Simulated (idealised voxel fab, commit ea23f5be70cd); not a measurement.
The name of this process module is voxel wiring stack.
Pictured: cross-section cut, 260 nm wide, on a grid of 5 nm square cells.
Think of the cross-section as a grid of square cells. We describe it in bands, top to bottom, and each band covers one or more rows of those cells.
Top, bottom (nm), then materials left to right with widths (nm); lone material tagged "throughout" fills the whole band edge to edge; "blank" = empty space.
Beneath 0, the wafer as received is one material, and that level is where height counting begins. The lowest band goes on downward without a bottom; it is written like "top 0, no bottom".
The two numbers in a width such as "30 to 40" mark its ends across the band: the first belongs to the top row of cells, the second to the bottom row, and from each row to the next the width moves by the same amount.
The designation "remained the same", where it is given for a processing step, indicates that no cell of the cross-section was altered in the course of that step.
Empty spaces counting at least 8 cells and having no open way to the top are listed in "Sealed internal cavities". The notation width x height at distance is used for each, the distance being from the left edge and all three values in nm.
Text after the settings on a step's line: the simulator's own remark on that step.
The optional step-line setting "overlay nm" applies to steps with a mask and quantifies how far to the right of its planned location the mask lay, a negative value indicating leftward placement.
How should the pairs below be read? Each gives the cross-section before one process step and the cross-section after it, the latter drawn only to the lowest band that changed; the step that lies between them, with its settings, appears under the pair. Does a pair pick up where the pair above left off? Only where its entry headed "Pre-process cross-section" says so, since pairs can come from different runs of this module on the same starting wafer.
Pre-process cross-section
- top 0, no bottom | Si throughout
- Sealed internal cavities: none
Resulting Cross-Section
- top 15, bottom 0 | SiO2 throughout
- No changes below 0.
- Sealed internal cavities: none
The before and after cross-sections above differ by one step: CONFORMAL_DEP (material SiO2; thk nm 15)
Pre-process cross-section: same picture as after in the pair right above, so we don't repeat it.
Resulting Cross-Section
- top 20, bottom 15 | TiN throughout
- No changes below 15.
- Sealed internal cavities: none
The before and after cross-sections above differ by one step: DIRECTIONAL_DEP (material TiN; thk nm 5)
Pre-process cross-section: same picture as after in the pair right above, so we don't repeat it.
Resulting Cross-Section
- top 35, bottom 20 | Ru throughout
- No changes below 20.
- Sealed internal cavities: none
The before and after cross-sections above differ by one step: DIRECTIONAL_DEP (material Ru; thk nm 15)
Pre-process cross-section: same picture as after in the pair right above, so we don't repeat it.
Resulting Cross-Section
- top 55, bottom 35 | 50 of blank, then 20 of resist, then 25 of blank, then 20 of resist, then 25 of blank, then 20 of resist, then 25 of blank, then 20 of resist, then 55 of blank
- No changes below 35.
- Sealed internal cavities: none
The before and after cross-sections above differ by one step: PATTERN (tone cover; mask id METAL_1; material resist; width nm 20; pitch nm 45; thk nm 20; overlay nm 0)
Pre-process cross-section: same picture as after in the pair right above, so we don't repeat it.
Resulting Cross-Section
- top 55, bottom 35 | 50 of blank, then 20 of resist, then 25 of blank, then 20 of resist, then 25 of blank, then 20 of resist, then 25 of blank, then 20 of resist, then 55 of blank
- top 35, bottom 20 | 50 of blank, then 20 of Ru, then 25 of blank, then 20 of Ru, then 25 of blank, then 20 of Ru, then 25 of blank, then 20 of Ru, then 55 of blank
- No changes below 20.
- Sealed internal cavities: none
The before and after cross-sections above differ by one step: DIRECTIONAL_ETCH (etch materials Ru; depth nm 15)
Pre-process cross-section: same picture as after in the pair right above, so we don't repeat it.
Resulting Cross-Section
- top 55, bottom 35 | 50 of blank, then 20 of resist, then 25 of blank, then 20 of resist, then 25 of blank, then 20 of resist, then 25 of blank, then 20 of resist, then 55 of blank
- top 35, bottom 20 | 50 of blank, then 20 of Ru, then 25 of blank, then 20 of Ru, then 25 of blank, then 20 of Ru, then 25 of blank, then 20 of Ru, then 55 of blank
- top 20, bottom 15 | 50 of blank, then 20 of TiN, then 25 of blank, then 20 of TiN, then 25 of blank, then 20 of TiN, then 25 of blank, then 20 of TiN, then 55 of blank
- No changes below 15.
- Sealed internal cavities: none
The before and after cross-sections above differ by one step: DIRECTIONAL_ETCH (etch materials TiN; depth nm 5)
Pre-process cross-section: same picture as after in the pair right above, so we don't repeat it.
Resulting Cross-Section
- top 35, bottom 20 | 50 of blank, then 20 of Ru, then 25 of blank, then 20 of Ru, then 25 of blank, then 20 of Ru, then 25 of blank, then 20 of Ru, then 55 of blank
- No changes below 20.
- Sealed internal cavities: none
The before and after cross-sections above differ by one step: STRIP (etch materials resist)
Pre-process cross-section: same picture as after in the pair right above, so we don't repeat it.
Resulting Cross-Section
- top 40, bottom 35 | 45 of blank, then 30 of SiN, then 15 of blank, then 30 of SiN, then 15 of blank, then 30 of SiN, then 15 of blank, then 30 of SiN, then 50 of blank
- top 35, bottom 20 | 45 of blank, then 5 of SiN, then 20 of Ru, then 5 of SiN, then 15 of blank, then 5 of SiN, then 20 of Ru, then 5 of SiN, then 15 of blank, then 5 of SiN, then 20 of Ru, then 5 of SiN, then 15 of blank, then 5 of SiN, then 20 of Ru, then 5 of SiN, then 50 of blank
- top 20, bottom 15 | 50 of SiN, then 20 of TiN, then 25 of SiN, then 20 of TiN, then 25 of SiN, then 20 of TiN, then 25 of SiN, then 20 of TiN, then 55 of SiN
- No changes below 15.
- Sealed internal cavities: none
The before and after cross-sections above differ by one step: CONFORMAL_DEP (material SiN; thk nm 5)
Pre-process cross-section: same picture as after in the pair right above, so we don't repeat it.
Resulting Cross-Section
- top 50, bottom 40 | SiO2 throughout
- top 40, bottom 35 | 45 of SiO2, then 30 of SiN, then 15 of SiO2, then 30 of SiN, then 15 of SiO2, then 30 of SiN, then 15 of SiO2, then 30 of SiN, then 50 of SiO2
- top 35, bottom 20 | 45 of SiO2, then 5 of SiN, then 20 of Ru, then 5 of SiN, then 15 of SiO2, then 5 of SiN, then 20 of Ru, then 5 of SiN, then 15 of SiO2, then 5 of SiN, then 20 of Ru, then 5 of SiN, then 15 of SiO2, then 5 of SiN, then 20 of Ru, then 5 of SiN, then 50 of SiO2
- No changes below 20.
- Sealed internal cavities: none
The before and after cross-sections above differ by one step: FILL_DEP (material SiO2; thk nm 10)
Pre-process cross-section: same picture as after in the pair right above, so we don't repeat it.
Resulting Cross-Section
- top 35, bottom 20 | 45 of SiO2, then 5 of SiN, then 20 of Ru, then 5 of SiN, then 15 of SiO2, then 5 of SiN, then 20 of Ru, then 5 of SiN, then 15 of SiO2, then 5 of SiN, then 20 of Ru, then 5 of SiN, then 15 of SiO2, then 5 of SiN, then 20 of Ru, then 5 of SiN, then 50 of SiO2
- No changes below 20.
- Sealed internal cavities: none
The before and after cross-sections above differ by one step: CMP (height nm 35)
Pre-process cross-section: same picture as after in the pair right above, so we don't repeat it.
Resulting Cross-Section
- top 40, bottom 35 | SiCN throughout
- No changes below 35.
- Sealed internal cavities: none
The before and after cross-sections above differ by one step: CONFORMAL_DEP (material SiCN; thk nm 5)
Pre-process cross-section: same picture as after in the pair right above, so we don't repeat it.
Resulting Cross-Section
- top 70, bottom 40 | SiO2 throughout
- No changes below 40.
- Sealed internal cavities: none
The before and after cross-sections above differ by one step: DIRECTIONAL_DEP (material SiO2; thk nm 30)
Pre-process cross-section: same picture as after in the pair right above, so we don't repeat it.
Resulting Cross-Section
- top 70, bottom 40 | 50 of SiO2, then 15 of blank, then 30 of SiO2, then 15 of blank, then 30 of SiO2, then 15 of blank, then 30 of SiO2, then 15 of blank, then 60 of SiO2
- No changes below 40.
- Sealed internal cavities: none
The before and after cross-sections above differ by one step: MASKED_ETCH (tone open; mask id METAL_2_HOLES; width nm 15; pitch nm 45; etch materials SiO2; depth nm 30; overlay nm 0)
Pre-process cross-section: same picture as after in the pair right above, so we don't repeat it.
Resulting Cross-Section
- top 70, bottom 55 | 50 of SiO2, then 20 of blank, then 25 of SiO2, then 20 of blank, then 25 of SiO2, then 20 of blank, then 25 of SiO2, then 20 of blank, then 55 of SiO2
- No changes below 55.
- Sealed internal cavities: none
The before and after cross-sections above differ by one step: MASKED_ETCH (tone open; mask id METAL_2; width nm 20; pitch nm 45; etch materials SiO2; depth nm 15; overlay nm 0)
Pre-process cross-section: same picture as after in the pair right above, so we don't repeat it.
Resulting Cross-Section
- top 70, bottom 55 | 50 of SiO2, then 20 of blank, then 25 of SiO2, then 20 of blank, then 25 of SiO2, then 20 of blank, then 25 of SiO2, then 20 of blank, then 55 of SiO2
- top 55, bottom 40 | 50 of SiO2, then 15 of blank, then 30 of SiO2, then 15 of blank, then 30 of SiO2, then 15 of blank, then 30 of SiO2, then 15 of blank, then 60 of SiO2
- top 40, bottom 35 | 50 of SiCN, then 15 of blank, then 30 of SiCN, then 15 of blank, then 30 of SiCN, then 15 of blank, then 30 of SiCN, then 15 of blank, then 60 of SiCN
- No changes below 35.
- Sealed internal cavities: none
The before and after cross-sections above differ by one step: MASKED_ETCH (tone open; mask id METAL_2; width nm 20; pitch nm 45; etch materials SiCN; depth nm 5; overlay nm 0)
Pre-process cross-section: same picture as after in the pair right above, so we don't repeat it.
Resulting Cross-Section
- top 75, bottom 70 | 55 of TiN, then 10 of blank, then 35 of TiN, then 10 of blank, then 35 of TiN, then 10 of blank, then 35 of TiN, then 10 of blank, then 60 of TiN
- top 70, bottom 60 | 50 of SiO2, then 5 of TiN, then 10 of blank, then 5 of TiN, then 25 of SiO2, then 5 of TiN, then 10 of blank, then 5 of TiN, then 25 of SiO2, then 5 of TiN, then 10 of blank, then 5 of TiN, then 25 of SiO2, then 5 of TiN, then 10 of blank, then 5 of TiN, then 55 of SiO2
- top 60, bottom 55 | 50 of SiO2, then 5 of TiN, then 5 of blank, then 10 of TiN, then 25 of SiO2, then 5 of TiN, then 5 of blank, then 10 of TiN, then 25 of SiO2, then 5 of TiN, then 5 of blank, then 10 of TiN, then 25 of SiO2, then 5 of TiN, then 5 of blank, then 10 of TiN, then 55 of SiO2
- top 55, bottom 40 | 50 of SiO2, then 5 of TiN, then 5 of blank, then 5 of TiN, then 30 of SiO2, then 5 of TiN, then 5 of blank, then 5 of TiN, then 30 of SiO2, then 5 of TiN, then 5 of blank, then 5 of TiN, then 30 of SiO2, then 5 of TiN, then 5 of blank, then 5 of TiN, then 60 of SiO2
- top 40, bottom 35 | 50 of SiCN, then 15 of TiN, then 30 of SiCN, then 15 of TiN, then 30 of SiCN, then 15 of TiN, then 30 of SiCN, then 15 of TiN, then 60 of SiCN
- No changes below 35.
- Sealed internal cavities: none
The before and after cross-sections above differ by one step: CONFORMAL_DEP (material TiN; thk nm 5)
Pre-process cross-section: same picture as after in the pair right above, so we don't repeat it.
Resulting Cross-Section
- top 85, bottom 75 | Ru throughout
- top 75, bottom 70 | 55 of TiN, then 10 of Ru, then 35 of TiN, then 10 of Ru, then 35 of TiN, then 10 of Ru, then 35 of TiN, then 10 of Ru, then 60 of TiN
- top 70, bottom 60 | 50 of SiO2, then 5 of TiN, then 10 of Ru, then 5 of TiN, then 25 of SiO2, then 5 of TiN, then 10 of Ru, then 5 of TiN, then 25 of SiO2, then 5 of TiN, then 10 of Ru, then 5 of TiN, then 25 of SiO2, then 5 of TiN, then 10 of Ru, then 5 of TiN, then 55 of SiO2
- top 60, bottom 55 | 50 of SiO2, then 5 of TiN, then 5 of Ru, then 10 of TiN, then 25 of SiO2, then 5 of TiN, then 5 of Ru, then 10 of TiN, then 25 of SiO2, then 5 of TiN, then 5 of Ru, then 10 of TiN, then 25 of SiO2, then 5 of TiN, then 5 of Ru, then 10 of TiN, then 55 of SiO2
- top 55, bottom 40 | 50 of SiO2, then 5 of TiN, then 5 of Ru, then 5 of TiN, then 30 of SiO2, then 5 of TiN, then 5 of Ru, then 5 of TiN, then 30 of SiO2, then 5 of TiN, then 5 of Ru, then 5 of TiN, then 30 of SiO2, then 5 of TiN, then 5 of Ru, then 5 of TiN, then 60 of SiO2
- No changes below 40.
- Sealed internal cavities: none
The before and after cross-sections above differ by one step: FILL_DEP (material Ru; thk nm 10)
Pre-process cross-section: same picture as after in the pair right above, so we don't repeat it.
Resulting Cross-Section
- top 70, bottom 60 | 50 of SiO2, then 5 of TiN, then 10 of Ru, then 5 of TiN, then 25 of SiO2, then 5 of TiN, then 10 of Ru, then 5 of TiN, then 25 of SiO2, then 5 of TiN, then 10 of Ru, then 5 of TiN, then 25 of SiO2, then 5 of TiN, then 10 of Ru, then 5 of TiN, then 55 of SiO2
- No changes below 60.
- Sealed internal cavities: none
The before and after cross-sections above differ by one step: CMP (height nm 70)
Pre-process cross-section: same picture as after in the pair right above, so we don't repeat it.
Resulting Cross-Section
- top 75, bottom 70 | SiCN throughout
- No changes below 70.
- Sealed internal cavities: none
The before and after cross-sections above differ by one step: CONFORMAL_DEP (material SiCN; thk nm 5)
Pre-process cross-section
- top 15, bottom 0 | SiO2 throughout
- top 0, no bottom | Si throughout
- Sealed internal cavities: none
Resulting Cross-Section
- top 30, bottom 15 | Ru throughout
- No changes below 15.
- Sealed internal cavities: none
The before and after cross-sections above differ by one step: DIRECTIONAL_DEP (material Ru; thk nm 15)
Pre-process cross-section: same picture as after in the pair right above, so we don't repeat it.
Resulting Cross-Section
- top 50, bottom 30 | 50 of blank, then 20 of resist, then 25 of blank, then 20 of resist, then 25 of blank, then 20 of resist, then 25 of blank, then 20 of resist, then 55 of blank
- No changes below 30.
- Sealed internal cavities: none
The before and after cross-sections above differ by one step: PATTERN (tone cover; mask id METAL_1; material resist; width nm 20; pitch nm 45; thk nm 20; overlay nm 0)
Pre-process cross-section: same picture as after in the pair right above, so we don't repeat it.
Resulting Cross-Section
- top 50, bottom 30 | 50 of blank, then 20 of resist, then 25 of blank, then 20 of resist, then 25 of blank, then 20 of resist, then 25 of blank, then 20 of resist, then 55 of blank
- top 30, bottom 15 | 50 of blank, then 20 of Ru, then 25 of blank, then 20 of Ru, then 25 of blank, then 20 of Ru, then 25 of blank, then 20 of Ru, then 55 of blank
- No changes below 15.
- Sealed internal cavities: none
The before and after cross-sections above differ by one step: DIRECTIONAL_ETCH (etch materials Ru; depth nm 15)
Pre-process cross-section: same picture as after in the pair right above, so we don't repeat it.
Resulting Cross-Section
- top 30, bottom 15 | 50 of blank, then 20 of Ru, then 25 of blank, then 20 of Ru, then 25 of blank, then 20 of Ru, then 25 of blank, then 20 of Ru, then 55 of blank
- No changes below 15.
- Sealed internal cavities: none
The before and after cross-sections above differ by one step: STRIP (etch materials resist)
Pre-process cross-section: same picture as after in the pair right above, so we don't repeat it.
Resulting Cross-Section
- top 35, bottom 30 | 45 of blank, then 30 of SiN, then 15 of blank, then 30 of SiN, then 15 of blank, then 30 of SiN, then 15 of blank, then 30 of SiN, then 50 of blank
- top 30, bottom 20 | 45 of blank, then 5 of SiN, then 20 of Ru, then 5 of SiN, then 15 of blank, then 5 of SiN, then 20 of Ru, then 5 of SiN, then 15 of blank, then 5 of SiN, then 20 of Ru, then 5 of SiN, then 15 of blank, then 5 of SiN, then 20 of Ru, then 5 of SiN, then 50 of blank
- top 20, bottom 15 | 50 of SiN, then 20 of Ru, then 25 of SiN, then 20 of Ru, then 25 of SiN, then 20 of Ru, then 25 of SiN, then 20 of Ru, then 55 of SiN
- No changes below 15.
- Sealed internal cavities: none
The before and after cross-sections above differ by one step: CONFORMAL_DEP (material SiN; thk nm 5)
Pre-process cross-section: same picture as after in the pair right above, so we don't repeat it.
Resulting Cross-Section
- top 45, bottom 35 | SiO2 throughout
- top 35, bottom 30 | 45 of SiO2, then 30 of SiN, then 15 of SiO2, then 30 of SiN, then 15 of SiO2, then 30 of SiN, then 15 of SiO2, then 30 of SiN, then 50 of SiO2
- top 30, bottom 20 | 45 of SiO2, then 5 of SiN, then 20 of Ru, then 5 of SiN, then 15 of SiO2, then 5 of SiN, then 20 of Ru, then 5 of SiN, then 15 of SiO2, then 5 of SiN, then 20 of Ru, then 5 of SiN, then 15 of SiO2, then 5 of SiN, then 20 of Ru, then 5 of SiN, then 50 of SiO2
- No changes below 20.
- Sealed internal cavities: none
The before and after cross-sections above differ by one step: FILL_DEP (material SiO2; thk nm 10)
Pre-process cross-section: same picture as after in the pair right above, so we don't repeat it.
Resulting Cross-Section
- top 35, bottom 30 | 45 of SiO2, then 30 of SiN, then 15 of SiO2, then 30 of SiN, then 15 of SiO2, then 30 of SiN, then 15 of SiO2, then 30 of SiN, then 50 of SiO2
- No changes below 30.
- Sealed internal cavities: none
The before and after cross-sections above differ by one step: CMP (height nm 35)
Pre-process cross-section: same picture as after in the pair right above, so we don't repeat it.
Resulting Cross-Section
- top 40, bottom 35 | SiCN throughout
- No changes below 35.
- Sealed internal cavities: none
The before and after cross-sections above differ by one step: CONFORMAL_DEP (material SiCN; thk nm 5)
Pre-process cross-section: same picture as after in the pair right above, so we don't repeat it.
Resulting Cross-Section
- top 70, bottom 40 | SiO2 throughout
- No changes below 40.
- Sealed internal cavities: none
The before and after cross-sections above differ by one step: DIRECTIONAL_DEP (material SiO2; thk nm 30)
Pre-process cross-section: same picture as after in the pair right above, so we don't repeat it.
Resulting Cross-Section
- top 70, bottom 40 | 50 of SiO2, then 15 of blank, then 30 of SiO2, then 15 of blank, then 30 of SiO2, then 15 of blank, then 30 of SiO2, then 15 of blank, then 60 of SiO2
- No changes below 40.
- Sealed internal cavities: none
The before and after cross-sections above differ by one step: MASKED_ETCH (tone open; mask id METAL_2_HOLES; width nm 15; pitch nm 45; etch materials SiO2; depth nm 30; overlay nm 0)
Pre-process cross-section: same picture as after in the pair right above, so we don't repeat it.
Resulting Cross-Section
- top 70, bottom 55 | 50 of SiO2, then 20 of blank, then 25 of SiO2, then 20 of blank, then 25 of SiO2, then 20 of blank, then 25 of SiO2, then 20 of blank, then 55 of SiO2
- No changes below 55.
- Sealed internal cavities: none
The before and after cross-sections above differ by one step: MASKED_ETCH (tone open; mask id METAL_2; width nm 20; pitch nm 45; etch materials SiO2; depth nm 15; overlay nm 0)
Pre-process cross-section: same picture as after in the pair right above, so we don't repeat it.
Resulting Cross-Section
- top 70, bottom 55 | 50 of SiO2, then 20 of blank, then 25 of SiO2, then 20 of blank, then 25 of SiO2, then 20 of blank, then 25 of SiO2, then 20 of blank, then 55 of SiO2
- top 55, bottom 40 | 50 of SiO2, then 15 of blank, then 30 of SiO2, then 15 of blank, then 30 of SiO2, then 15 of blank, then 30 of SiO2, then 15 of blank, then 60 of SiO2
- top 40, bottom 35 | 50 of SiCN, then 15 of blank, then 30 of SiCN, then 15 of blank, then 30 of SiCN, then 15 of blank, then 30 of SiCN, then 15 of blank, then 60 of SiCN
- No changes below 35.
- Sealed internal cavities: none
The before and after cross-sections above differ by one step: MASKED_ETCH (tone open; mask id METAL_2; width nm 20; pitch nm 45; etch materials SiCN; depth nm 5; overlay nm 0)
Pre-process cross-section: same picture as after in the pair right above, so we don't repeat it.
Resulting Cross-Section
- top 75, bottom 70 | 55 of TiN, then 10 of blank, then 35 of TiN, then 10 of blank, then 35 of TiN, then 10 of blank, then 35 of TiN, then 10 of blank, then 60 of TiN
- top 70, bottom 60 | 50 of SiO2, then 5 of TiN, then 10 of blank, then 5 of TiN, then 25 of SiO2, then 5 of TiN, then 10 of blank, then 5 of TiN, then 25 of SiO2, then 5 of TiN, then 10 of blank, then 5 of TiN, then 25 of SiO2, then 5 of TiN, then 10 of blank, then 5 of TiN, then 55 of SiO2
- top 60, bottom 55 | 50 of SiO2, then 5 of TiN, then 5 of blank, then 10 of TiN, then 25 of SiO2, then 5 of TiN, then 5 of blank, then 10 of TiN, then 25 of SiO2, then 5 of TiN, then 5 of blank, then 10 of TiN, then 25 of SiO2, then 5 of TiN, then 5 of blank, then 10 of TiN, then 55 of SiO2
- top 55, bottom 40 | 50 of SiO2, then 5 of TiN, then 5 of blank, then 5 of TiN, then 30 of SiO2, then 5 of TiN, then 5 of blank, then 5 of TiN, then 30 of SiO2, then 5 of TiN, then 5 of blank, then 5 of TiN, then 30 of SiO2, then 5 of TiN, then 5 of blank, then 5 of TiN, then 60 of SiO2
- top 40, bottom 35 | 50 of SiCN, then 15 of TiN, then 30 of SiCN, then 15 of TiN, then 30 of SiCN, then 15 of TiN, then 30 of SiCN, then 15 of TiN, then 60 of SiCN
- No changes below 35.
- Sealed internal cavities: none
The before and after cross-sections above differ by one step: CONFORMAL_DEP (material TiN; thk nm 5)
Pre-process cross-section: same picture as after in the pair right above, so we don't repeat it.
Resulting Cross-Section
- top 85, bottom 75 | Ru throughout
- top 75, bottom 70 | 55 of TiN, then 10 of Ru, then 35 of TiN, then 10 of Ru, then 35 of TiN, then 10 of Ru, then 35 of TiN, then 10 of Ru, then 60 of TiN
- top 70, bottom 60 | 50 of SiO2, then 5 of TiN, then 10 of Ru, then 5 of TiN, then 25 of SiO2, then 5 of TiN, then 10 of Ru, then 5 of TiN, then 25 of SiO2, then 5 of TiN, then 10 of Ru, then 5 of TiN, then 25 of SiO2, then 5 of TiN, then 10 of Ru, then 5 of TiN, then 55 of SiO2
- top 60, bottom 55 | 50 of SiO2, then 5 of TiN, then 5 of Ru, then 10 of TiN, then 25 of SiO2, then 5 of TiN, then 5 of Ru, then 10 of TiN, then 25 of SiO2, then 5 of TiN, then 5 of Ru, then 10 of TiN, then 25 of SiO2, then 5 of TiN, then 5 of Ru, then 10 of TiN, then 55 of SiO2
- top 55, bottom 40 | 50 of SiO2, then 5 of TiN, then 5 of Ru, then 5 of TiN, then 30 of SiO2, then 5 of TiN, then 5 of Ru, then 5 of TiN, then 30 of SiO2, then 5 of TiN, then 5 of Ru, then 5 of TiN, then 30 of SiO2, then 5 of TiN, then 5 of Ru, then 5 of TiN, then 60 of SiO2
- No changes below 40.
- Sealed internal cavities: none
The before and after cross-sections above differ by one step: FILL_DEP (material Ru; thk nm 10)
Pre-process cross-section: same picture as after in the pair right above, so we don't repeat it.
Resulting Cross-Section
- top 70, bottom 60 | 50 of SiO2, then 5 of TiN, then 10 of Ru, then 5 of TiN, then 25 of SiO2, then 5 of TiN, then 10 of Ru, then 5 of TiN, then 25 of SiO2, then 5 of TiN, then 10 of Ru, then 5 of TiN, then 25 of SiO2, then 5 of TiN, then 10 of Ru, then 5 of TiN, then 55 of SiO2
- No changes below 60.
- Sealed internal cavities: none
The before and after cross-sections above differ by one step: CMP (height nm 70)
Pre-process cross-section: same picture as after in the pair right above, so we don't repeat it.
Resulting Cross-Section
- top 75, bottom 70 | SiCN throughout
- No changes below 70.
- Sealed internal cavities: none
The before and after cross-sections above differ by one step: CONFORMAL_DEP (material SiCN; thk nm 5)
Pre-process cross-section
- top 15, bottom 0 | SiO2 throughout
- top 0, no bottom | Si throughout
- Sealed internal cavities: none
Resulting Cross-Section
- top 30, bottom 0 | SiO2 throughout
- No changes below 0.
- Sealed internal cavities: none
The before and after cross-sections above differ by one step: CONFORMAL_DEP (material SiO2; thk nm 15)
Pre-process cross-section: same picture as after in the pair right above, so we don't repeat it.
Resulting Cross-Section
- top 35, bottom 30 | TiN throughout
- No changes below 30.
- Sealed internal cavities: none
The before and after cross-sections above differ by one step: DIRECTIONAL_DEP (material TiN; thk nm 5)
Pre-process cross-section: same picture as after in the pair right above, so we don't repeat it.
Resulting Cross-Section
- top 50, bottom 35 | Ru throughout
- No changes below 35.
- Sealed internal cavities: none
The before and after cross-sections above differ by one step: DIRECTIONAL_DEP (material Ru; thk nm 15)
Pre-process cross-section: same picture as after in the pair right above, so we don't repeat it.
Resulting Cross-Section
- top 70, bottom 50 | 50 of blank, then 20 of resist, then 25 of blank, then 20 of resist, then 25 of blank, then 20 of resist, then 25 of blank, then 20 of resist, then 55 of blank
- No changes below 50.
- Sealed internal cavities: none
The before and after cross-sections above differ by one step: PATTERN (tone cover; mask id METAL_1; material resist; width nm 20; pitch nm 45; thk nm 20; overlay nm 0)
Pre-process cross-section: same picture as after in the pair right above, so we don't repeat it.
Resulting Cross-Section
- top 70, bottom 50 | 50 of blank, then 20 of resist, then 25 of blank, then 20 of resist, then 25 of blank, then 20 of resist, then 25 of blank, then 20 of resist, then 55 of blank
- top 50, bottom 35 | 50 of blank, then 20 of Ru, then 25 of blank, then 20 of Ru, then 25 of blank, then 20 of Ru, then 25 of blank, then 20 of Ru, then 55 of blank
- No changes below 35.
- Sealed internal cavities: none
The before and after cross-sections above differ by one step: DIRECTIONAL_ETCH (etch materials Ru; depth nm 15)
Pre-process cross-section: same picture as after in the pair right above, so we don't repeat it.
Resulting Cross-Section
- top 70, bottom 50 | 50 of blank, then 20 of resist, then 25 of blank, then 20 of resist, then 25 of blank, then 20 of resist, then 25 of blank, then 20 of resist, then 55 of blank
- top 50, bottom 35 | 50 of blank, then 20 of Ru, then 25 of blank, then 20 of Ru, then 25 of blank, then 20 of Ru, then 25 of blank, then 20 of Ru, then 55 of blank
- top 35, bottom 30 | 50 of blank, then 20 of TiN, then 25 of blank, then 20 of TiN, then 25 of blank, then 20 of TiN, then 25 of blank, then 20 of TiN, then 55 of blank
- No changes below 30.
- Sealed internal cavities: none
The before and after cross-sections above differ by one step: DIRECTIONAL_ETCH (etch materials TiN; depth nm 5)
Pre-process cross-section: same picture as after in the pair right above, so we don't repeat it.
Resulting Cross-Section
- top 50, bottom 35 | 50 of blank, then 20 of Ru, then 25 of blank, then 20 of Ru, then 25 of blank, then 20 of Ru, then 25 of blank, then 20 of Ru, then 55 of blank
- No changes below 35.
- Sealed internal cavities: none
The before and after cross-sections above differ by one step: STRIP (etch materials resist)
Pre-process cross-section: same picture as after in the pair right above, so we don't repeat it.
Resulting Cross-Section
- top 55, bottom 50 | 45 of blank, then 30 of SiN, then 15 of blank, then 30 of SiN, then 15 of blank, then 30 of SiN, then 15 of blank, then 30 of SiN, then 50 of blank
- top 50, bottom 35 | 45 of blank, then 5 of SiN, then 20 of Ru, then 5 of SiN, then 15 of blank, then 5 of SiN, then 20 of Ru, then 5 of SiN, then 15 of blank, then 5 of SiN, then 20 of Ru, then 5 of SiN, then 15 of blank, then 5 of SiN, then 20 of Ru, then 5 of SiN, then 50 of blank
- top 35, bottom 30 | 50 of SiN, then 20 of TiN, then 25 of SiN, then 20 of TiN, then 25 of SiN, then 20 of TiN, then 25 of SiN, then 20 of TiN, then 55 of SiN
- No changes below 30.
- Sealed internal cavities: none
The before and after cross-sections above differ by one step: CONFORMAL_DEP (material SiN; thk nm 5)
Pre-process cross-section: same picture as after in the pair right above, so we don't repeat it.
Resulting Cross-Section
- top 65, bottom 55 | SiO2 throughout
- top 55, bottom 50 | 45 of SiO2, then 30 of SiN, then 15 of SiO2, then 30 of SiN, then 15 of SiO2, then 30 of SiN, then 15 of SiO2, then 30 of SiN, then 50 of SiO2
- top 50, bottom 35 | 45 of SiO2, then 5 of SiN, then 20 of Ru, then 5 of SiN, then 15 of SiO2, then 5 of SiN, then 20 of Ru, then 5 of SiN, then 15 of SiO2, then 5 of SiN, then 20 of Ru, then 5 of SiN, then 15 of SiO2, then 5 of SiN, then 20 of Ru, then 5 of SiN, then 50 of SiO2
- No changes below 35.
- Sealed internal cavities: none
The before and after cross-sections above differ by one step: FILL_DEP (material SiO2; thk nm 10)
Pre-process cross-section: same picture as after in the pair right above, so we don't repeat it.
Resulting Cross-Section
- top 35, bottom 30 | 50 of SiN, then 20 of TiN, then 25 of SiN, then 20 of TiN, then 25 of SiN, then 20 of TiN, then 25 of SiN, then 20 of TiN, then 55 of SiN
- No changes below 30.
- Sealed internal cavities: none
The before and after cross-sections above differ by one step: CMP (height nm 35)
Pre-process cross-section: same picture as after in the pair right above, so we don't repeat it.
Resulting Cross-Section
- top 40, bottom 35 | SiCN throughout
- No changes below 35.
- Sealed internal cavities: none
The before and after cross-sections above differ by one step: CONFORMAL_DEP (material SiCN; thk nm 5)
Pre-process cross-section: same picture as after in the pair right above, so we don't repeat it.
Resulting Cross-Section
- top 70, bottom 40 | SiO2 throughout
- No changes below 40.
- Sealed internal cavities: none
The before and after cross-sections above differ by one step: DIRECTIONAL_DEP (material SiO2; thk nm 30)
Pre-process cross-section: same picture as after in the pair right above, so we don't repeat it.
Resulting Cross-Section
- top 70, bottom 40 | 50 of SiO2, then 15 of blank, then 30 of SiO2, then 15 of blank, then 30 of SiO2, then 15 of blank, then 30 of SiO2, then 15 of blank, then 60 of SiO2
- No changes below 40.
- Sealed internal cavities: none
The before and after cross-sections above differ by one step: MASKED_ETCH (tone open; mask id METAL_2_HOLES; width nm 15; pitch nm 45; etch materials SiO2; depth nm 30; overlay nm 0)
Pre-process cross-section: same picture as after in the pair right above, so we don't repeat it.
Resulting Cross-Section
- top 70, bottom 55 | 50 of SiO2, then 20 of blank, then 25 of SiO2, then 20 of blank, then 25 of SiO2, then 20 of blank, then 25 of SiO2, then 20 of blank, then 55 of SiO2
- No changes below 55.
- Sealed internal cavities: none
The before and after cross-sections above differ by one step: MASKED_ETCH (tone open; mask id METAL_2; width nm 20; pitch nm 45; etch materials SiO2; depth nm 15; overlay nm 0)
Pre-process cross-section: same picture as after in the pair right above, so we don't repeat it.
Resulting Cross-Section
- top 70, bottom 55 | 50 of SiO2, then 20 of blank, then 25 of SiO2, then 20 of blank, then 25 of SiO2, then 20 of blank, then 25 of SiO2, then 20 of blank, then 55 of SiO2
- top 55, bottom 40 | 50 of SiO2, then 15 of blank, then 30 of SiO2, then 15 of blank, then 30 of SiO2, then 15 of blank, then 30 of SiO2, then 15 of blank, then 60 of SiO2
- top 40, bottom 35 | 50 of SiCN, then 15 of blank, then 30 of SiCN, then 15 of blank, then 30 of SiCN, then 15 of blank, then 30 of SiCN, then 15 of blank, then 60 of SiCN
- No changes below 35.
- Sealed internal cavities: none
The before and after cross-sections above differ by one step: MASKED_ETCH (tone open; mask id METAL_2; width nm 20; pitch nm 45; etch materials SiCN; depth nm 5; overlay nm 0)
